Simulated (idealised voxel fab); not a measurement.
Proc. module: voxel ribs on slabs
Cross-section cut: width 195 nm, square cells of 5 nm.
Square cells in a grid make up a cross-section in this document, and the grid is given as bands, listed from the top down, each one or more rows of cells. Top, bottom (nm), then materials left to right with widths (nm); lone material tagged "full width" fills the whole band edge to edge; "air" = empty space. We count height from 0. Below that, the starting wafer is all one material. The lowest band never ends at the bottom but goes on down; see "0 down" for how that is written. So if you see something like "30..40" for the width, read it as the top row of the band sitting at the first number and the bottom row at the second, with every row in between moving by the same amount as the last. Step note "nothing different" = no cross-section cell changed. You'll see "Cavities, sealed" listing empty spaces that have no way open to the top, as long as they're 8 cells or more; the notation is width x height at distance, where the distance is from the left edge, and all of it is in nm. Read whatever lies past the settings on a step's line as the simulator's own remark about the step. You can add "overlay nm" to a step's line. For a step with a mask, it describes how far the mask lay to the right of its planned position, and a negative number describes a lay to the left.

[This section lists the process steps that were planned]
1: op RECEIVE | material Si
2: op DIRECTIONAL_DEP | material SiO2 | thk nm 30
3: op DIRECTIONAL_DEP | material SiN | thk nm 25
4: op PATTERN | tone cover | mask id RIB | material resist | width nm 30 | thk nm 15 | overlay nm 0
5: op DIRECTIONAL_ETCH | etch materials SiN | depth nm 15
6: op STRIP | etch materials resist
7: op DIRECTIONAL_DEP | material aC | thk nm 10
8: op PATTERN | tone cover | mask id SLAB | material resist | width nm 70 | thk nm 25 | overlay nm 0
9: op DIRECTIONAL_ETCH | etch materials aC | depth nm 10
10: op STRIP | etch materials resist
11: op DIRECTIONAL_ETCH | etch materials SiN | depth nm 10
12: op STRIP | etch materials aC
13: op FILL_DEP | material SiO2 | thk nm 25
14: op CMP | height nm 70
15: op DIRECTIONAL_DEP | material W | thk nm 10
16: op DIRECTIONAL_DEP | material aC | thk nm 15
17: op PATTERN | tone cover | mask id HEATER | material resist | width nm 40 | thk nm 35 | overlay nm 0
18: op DIRECTIONAL_ETCH | etch materials aC | depth nm 15
19: op STRIP | etch materials resist
20: op DIRECTIONAL_ETCH | etch materials W | depth nm 10
21: op STRIP | etch materials aC
22: op CONFORMAL_DEP | material SiO2 | thk nm 10

[The cross-section here shows the wafer as received, i.e. in its state after step 1]
> 0 down | Si full width
> Cavities, sealed: none

[End-of-module XS, first of two wafers, run as planned]
> 90 to 80 | air (65), SiO2 (60), air (70)
> 80 to 70 | SiO2 (75), W (40), SiO2 (80)
> 70 to 55 | SiO2 full width
> 55 to 40 | SiO2 (80), SiN (30), SiO2 (85)
> 40 to 30 | SiO2 (60), SiN (70), SiO2 (65)
> 30 to 0 | SiO2 full width
> 0 down | Si full width
> Cavities, sealed: none

[Cross-sectional view: second of two wafers, end of module; start and plan identical to the first, one mistake in running]
> 90 to 80 | air (65), SiO2 (60), air (70)
> 80 to 70 | SiO2 (75), W (40), SiO2 (80)
> 70 to 55 | SiO2 full width
> 55 to 40 | SiO2 (75), SiN (30), SiO2 (90)
> 40 to 30 | SiO2 (60), SiN (70), SiO2 (65)
> 30 to 0 | SiO2 full width
> 0 down | Si full width
> Cavities, sealed: none
what went wrong: in deviation from the planned setting, step 4 was conducted as op PATTERN | tone cover | mask id RIB | material resist | width nm 30 | thk nm 15 | overlay nm -5
Final wafers compared: equal cell tally per material, rearranged layout.
